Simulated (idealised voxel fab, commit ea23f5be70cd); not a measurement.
Documented hereafter: the process module known as voxel double patterning.
We display cut, a cross-section 255 nm in width whose square cells are each 5 nm.
A cross-section is a grid of square cells, given in bands from the top down. A band is one or more rows of cells.
For a band, the entry starts with two heights in nm, that of the top and then that of the bottom, and carries on with the band's materials in order from left to right, each alongside its width in nm; the word "full width" beside a single material means it fills the band edge to edge, and "air" means empty space.
Height 0 is the level under which the wafer as received is all one material. The lowest band goes on downwards, as in "top 0, no bottom".
A two-number width, for instance "30->40", indicates that the width is equal to the first number in the top row of the band and to the second number in the bottom row, and that it changes by a constant amount per row of cells.
When a step is marked "identical to before", none of the cells in the cross-section changed during that step.
The entry "Sealed void listing" lists the empty spaces that cover at least 8 cells and have no open path to the top. Each is written as width x height at distance, where the distance is measured from the left edge and all three values are in nm.
Note: text after step settings on the step line = simulator remark on that step.
When a step includes a mask, the "overlay nm" setting on its line states how far to the right of its planned place that mask lay, and negative values state how far to the left.
Plan:
1. op RECEIVE | material Si
2. op CONFORMAL_DEP | material SiN | thk nm 5
3. op DIRECTIONAL_DEP | material SiO2 | thk nm 10
4. op DIRECTIONAL_DEP | material SiCN | thk nm 10
5. op MASKED_ETCH | tone open | mask id FIRST | width nm 15 | pitch nm 50 | etch materials SiCN | depth nm 10 | overlay nm 0
6. op DIRECTIONAL_DEP | material aC | thk nm 10
7. op PATTERN | tone open | mask id SECOND | material resist | width nm 15 | pitch nm 50 | thk nm 25 | overlay nm 0
8. op DIRECTIONAL_ETCH | etch materials aC | depth nm 10
9. op STRIP | etch materials resist
10. op DIRECTIONAL_ETCH | etch materials SiCN | depth nm 10
11. op STRIP | etch materials aC
12. op DIRECTIONAL_ETCH | etch materials SiO2 | depth nm 10
13. op STRIP | etch materials SiCN
The first wafer of two, processed as planned:
Wafer cross-section on receipt, i.e. after step 1:
top 0, no bottom: Si full width
Sealed void listing: none
Presented here is a cross-section of the wafer after step 2 has been performed:
top 5, bottom 0: SiN full width
Note: structure below 0 unchanged.
Presented here is a cross-section of the wafer after step 3 has been performed:
top 15, bottom 5: SiO2 full width
Note: structure below 5 unchanged.
Presented here is a cross-section of the wafer after step 4 has been performed:
top 25, bottom 15: SiCN full width
Note: structure below 15 unchanged.
Presented here is a cross-section of the wafer after step 5 has been performed:
top 25, bottom 15: SiCN: 70, air: 15, SiCN: 35, air: 15, SiCN: 35, air: 15, SiCN: 70
Note: structure below 15 unchanged.
Presented here is a cross-section of the wafer after step 6 has been performed:
top 35, bottom 25: aC: 70, air: 15, aC: 35, air: 15, aC: 35, air: 15, aC: 70
top 25, bottom 15: SiCN: 70, aC: 15, SiCN: 35, aC: 15, SiCN: 35, aC: 15, SiCN: 70
Note: structure below 15 unchanged.
Presented here is a cross-section of the wafer after step 7 has been performed:
top 60, bottom 35: resist: 95, air: 15, resist: 35, air: 15, resist: 95
top 35, bottom 25: aC: 70, resist: 15, aC: 35, resist: 15, aC: 35, resist: 15, aC: 70
Note: structure below 25 unchanged.
Presented here is a cross-section of the wafer after step 8 has been performed:
top 50, bottom 35: resist: 95, air: 15, resist: 35, air: 15, resist: 95
top 35, bottom 25: aC: 70, resist: 15, aC: 10, air: 15, aC: 10, resist: 15, aC: 10, air: 15, aC: 10, resist: 15, aC: 70
Note: structure below 25 unchanged.
Presented here is a cross-section of the wafer after step 9 has been performed:
top 35, bottom 25: aC: 70, air: 15, aC: 10, air: 15, aC: 10, air: 15, aC: 10, air: 15, aC: 10, air: 15, aC: 70
Note: structure below 25 unchanged.
Presented here is a cross-section of the wafer after step 10 has been performed:
top 35, bottom 25: aC: 70, air: 15, aC: 10, air: 15, aC: 10, air: 15, aC: 10, air: 15, aC: 10, air: 15, aC: 70
top 25, bottom 15: SiCN: 70, aC: 15, SiCN: 10, air: 15, SiCN: 10, aC: 15, SiCN: 10, air: 15, SiCN: 10, aC: 15, SiCN: 70
Note: structure below 15 unchanged.
Presented here is a cross-section of the wafer after step 11 has been performed:
top 25, bottom 15: SiCN: 70, air: 15, SiCN: 10, air: 15, SiCN: 10, air: 15, SiCN: 10, air: 15, SiCN: 10, air: 15, SiCN: 70
Note: structure below 15 unchanged.
Presented here is a cross-section of the wafer after step 12 has been performed:
top 25, bottom 15: SiCN: 70, air: 15, SiCN: 10, air: 15, SiCN: 10, air: 15, SiCN: 10, air: 15, SiCN: 10, air: 15, SiCN: 70
top 15, bottom 5: SiO2: 70, air: 15, SiO2: 10, air: 15, SiO2: 10, air: 15, SiO2: 10, air: 15, SiO2: 10, air: 15, SiO2: 70
Note: structure below 5 unchanged.
Presented here is a cross-section of the wafer after step 13 has been performed:
top 15, bottom 5: SiO2: 70, air: 15, SiO2: 10, air: 15, SiO2: 10, air: 15, SiO2: 10, air: 15, SiO2: 10, air: 15, SiO2: 70
Note: structure below 5 unchanged.
Second wafer, same starting state and plan as the first, one mistake in the run, identical through step 6:
Cross-section: second wafer, time at which step 7 was scheduled to end:
top 60, bottom 35: resist: 90, air: 25, resist: 25, air: 25, resist: 90
top 35, bottom 25: aC: 70, resist: 15, aC: 35, resist: 15, aC: 35, resist: 15, aC: 70
Note: structure below 25 unchanged.
Cross-section: second wafer, time at which step 8 was scheduled to end:
top 50, bottom 35: resist: 90, air: 25, resist: 25, air: 25, resist: 90
top 35, bottom 25: aC: 70, resist: 15, aC: 5, air: 25, aC: 5, resist: 15, aC: 5, air: 25, aC: 5, resist: 15, aC: 70
Note: structure below 25 unchanged.
Cross-section: second wafer, time at which step 9 was scheduled to end:
top 35, bottom 25: aC: 70, air: 15, aC: 5, air: 25, aC: 5, air: 15, aC: 5, air: 25, aC: 5, air: 15, aC: 70
Note: structure below 25 unchanged.
Cross-section: second wafer, time at which step 10 was scheduled to end:
top 35, bottom 25: aC: 70, air: 15, aC: 5, air: 25, aC: 5, air: 15, aC: 5, air: 25, aC: 5, air: 15, aC: 70
top 25, bottom 15: SiCN: 70, aC: 15, SiCN: 5, air: 25, SiCN: 5, aC: 15, SiCN: 5, air: 25, SiCN: 5, aC: 15, SiCN: 70
Note: structure below 15 unchanged.
Cross-section: second wafer, time at which step 11 was scheduled to end:
top 25, bottom 15: SiCN: 70, air: 15, SiCN: 5, air: 25, SiCN: 5, air: 15, SiCN: 5, air: 25, SiCN: 5, air: 15, SiCN: 70
Note: structure below 15 unchanged.
Cross-section: second wafer, time at which step 12 was scheduled to end:
top 25, bottom 15: SiCN: 70, air: 15, SiCN: 5, air: 25, SiCN: 5, air: 15, SiCN: 5, air: 25, SiCN: 5, air: 15, SiCN: 70
top 15, bottom 5: SiO2: 70, air: 15, SiO2: 5, air: 25, SiO2: 5, air: 15, SiO2: 5, air: 25, SiO2: 5, air: 15, SiO2: 70
Note: structure below 5 unchanged.
Cross-section: second wafer, time at which step 13 was scheduled to end:
top 15, bottom 5: SiO2: 70, air: 15, SiO2: 5, air: 25, SiO2: 5, air: 15, SiO2: 5, air: 25, SiO2: 5, air: 15, SiO2: 70
Note: structure below 5 unchanged.
Where did the run depart from the plan? rather than as planned, step 7 actually ran as op PATTERN | tone open | mask id SECOND | material resist | width nm 25 | pitch nm 50 | thk nm 25 | overlay nm 0
FYI, end of process, the second wafer has more or fewer cells of some materials than the first: SiO2 -8
